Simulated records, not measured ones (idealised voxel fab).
process module | voxel transistor to metal
cross-section cut | 295 nm wide | cells 5 nm
A cross-section is a grid of square cells, given in bands from the top down. A band is one or more rows of cells.
Each band's line starts with the height of the band's top and of its bottom, in nm. Then come its materials from left to right, each with its width in nm. One material with "throughout" fills the band from edge to edge. "air" is empty space.
Height 0 is the level under which the wafer as received is all one material. The lowest band goes on downwards, as in "0 down".
A width such as "30 to 40" changes by the same amount from each row of cells to the next, from the band's top row to its bottom row.
"no change" after a step means that no cell of the cross-section changed.
closed voids: empty space of 8 cells or more with no open way to the top, each as width x height at its distance from the left edge, in nm
after a step's settings: what the simulator itself notes on the step
overlay nm, on a step with a mask: how far to the right of its planned place the mask lay; to the left if negative
plan
1 op RECEIVE | material Si
2 op CONFORMAL_DEP | material SiO2 | thk nm 5
3 op CONFORMAL_DEP | material SiN | thk nm 10
4 op PATTERN | tone cover | mask id ACTIVE | material resist | width nm 115 | pitch nm 145 | thk nm 15 | overlay nm 0
5 op DIRECTIONAL_ETCH | etch materials SiN | depth nm 10
6 op DIRECTIONAL_ETCH | etch materials SiO2 | depth nm 5
7 op DIRECTIONAL_ETCH | etch materials Si | depth nm 20
8 op STRIP | etch materials resist
9 op OXIDIZE | depth nm 5
10 op FILL_DEP | material SiO2 | thk nm 5
11 op CMP | height nm 15
12 op SELECTIVE_ETCH | etch materials SiO2 | depth nm 10
13 op STRIP | etch materials SiN
14 op SELECTIVE_ETCH | etch materials SiO2 | depth nm 5
15 op OXIDIZE | depth nm 5
16 op DIRECTIONAL_DEP | material polySi | thk nm 30
17 op DIRECTIONAL_DEP | material SiCN | thk nm 10
18 op DIRECTIONAL_DEP | material aC | thk nm 10
19 op PATTERN | tone cover | mask id GATE | material resist | width nm 35 | pitch nm 145 | thk nm 25 | overlay nm 0
20 op DIRECTIONAL_ETCH | etch materials aC | depth nm 10
21 op STRIP | etch materials resist
22 op DIRECTIONAL_ETCH | etch materials SiCN | depth nm 20
23 op DIRECTIONAL_ETCH | etch materials polySi | depth nm 40
24 op STRIP | etch materials aC
25 op CONFORMAL_DEP | material SiN | thk nm 10
26 op DIRECTIONAL_ETCH | etch materials SiN | depth nm 10
27 op DIRECTIONAL_ETCH | etch materials SiO2 | depth nm 5
28 op EPI | material pSi | thk nm 5
29 op FILL_DEP | material SiO2 | thk nm 10
30 op CMP | height nm 30
31 op STRIP | etch materials polySi
32 op SELECTIVE_ETCH | etch materials SiO2 | depth nm 5
33 op CONFORMAL_DEP | material HfO2 | thk nm 5
34 op CONFORMAL_DEP | material TiN | thk nm 5
35 op FILL_DEP | material W | thk nm 10
36 op CMP | height nm 25
37 op DIRECTIONAL_DEP | material SiO2 | thk nm 10
38 op MASKED_ETCH | tone open | mask id CONTACT | width nm 15 | etch materials SiO2 | depth nm 35 | overlay nm 0
39 op CONFORMAL_DEP | material TiN | thk nm 5
40 op FILL_DEP | material Ru | thk nm 5
41 op CMP | height nm 35
42 op DIRECTIONAL_DEP | material TiN | thk nm 5
43 op DIRECTIONAL_DEP | material Ru | thk nm 15
44 op DIRECTIONAL_DEP | material aC | thk nm 15
45 op PATTERN | tone cover | mask id METAL_1 | material resist | width nm 15 | thk nm 30 | overlay nm 0
46 op DIRECTIONAL_ETCH | etch materials aC | depth nm 15
47 op STRIP | etch materials resist
48 op DIRECTIONAL_ETCH | etch materials Ru | depth nm 15
49 op DIRECTIONAL_ETCH | etch materials TiN | depth nm 5
50 op STRIP | etch materials aC
51 op CONFORMAL_DEP | material SiN | thk nm 5
52 op FILL_DEP | material lowk | thk nm 5
53 op CMP | height nm 55
54 op CONFORMAL_DEP | material SiN | thk nm 5
as received, after step 1
  0 down: Si throughout
  closed voids: none
a wafer at the end: this start, this plan, one mistake
  60 to 55: SiN throughout
  55 to 40: lowk 20 | SiN 5 | Ru 15 | SiN 5 | lowk 55 | SiN 5 | Ru 15 | SiN 5 | lowk 40 | SiN 5 | Ru 15 | SiN 5 | lowk 55 | SiN 5 | Ru 15 | SiN 5 | lowk 25
  40 to 35: SiN 25 | TiN 15 | SiN 65 | TiN 15 | SiN 50 | TiN 15 | SiN 65 | TiN 15 | SiN 30
  35 to 25: SiN throughout
  25 to 5: SiO2 45 | SiN 10 | HfO2 5 | TiN 5 | W 15 | TiN 5 | HfO2 5 | SiN 10 | SiO2 90 | SiN 10 | HfO2 5 | TiN 5 | W 15 | TiN 5 | HfO2 5 | SiN 10 | SiO2 50
  5 to 0: SiO2 45 | SiN 10 | HfO2 5 | TiN 25 | HfO2 5 | SiN 10 | SiO2 90 | SiN 10 | HfO2 5 | TiN 25 | HfO2 5 | SiN 10 | SiO2 50
  0 to -5: SiO2 15 | pSi 30 | SiO2 5 | HfO2 45 | SiO2 5 | pSi 30 | SiO2 30 | pSi 30 | SiO2 5 | HfO2 45 | SiO2 5 | pSi 30 | SiO2 20
  -5 to -25: SiO2 20 | Si 105 | SiO2 40 | Si 105 | SiO2 25
  -25 down: Si throughout
  closed voids: none
what went wrong: step 37 ran as: op DIRECTIONAL_DEP | material SiN | thk nm 10
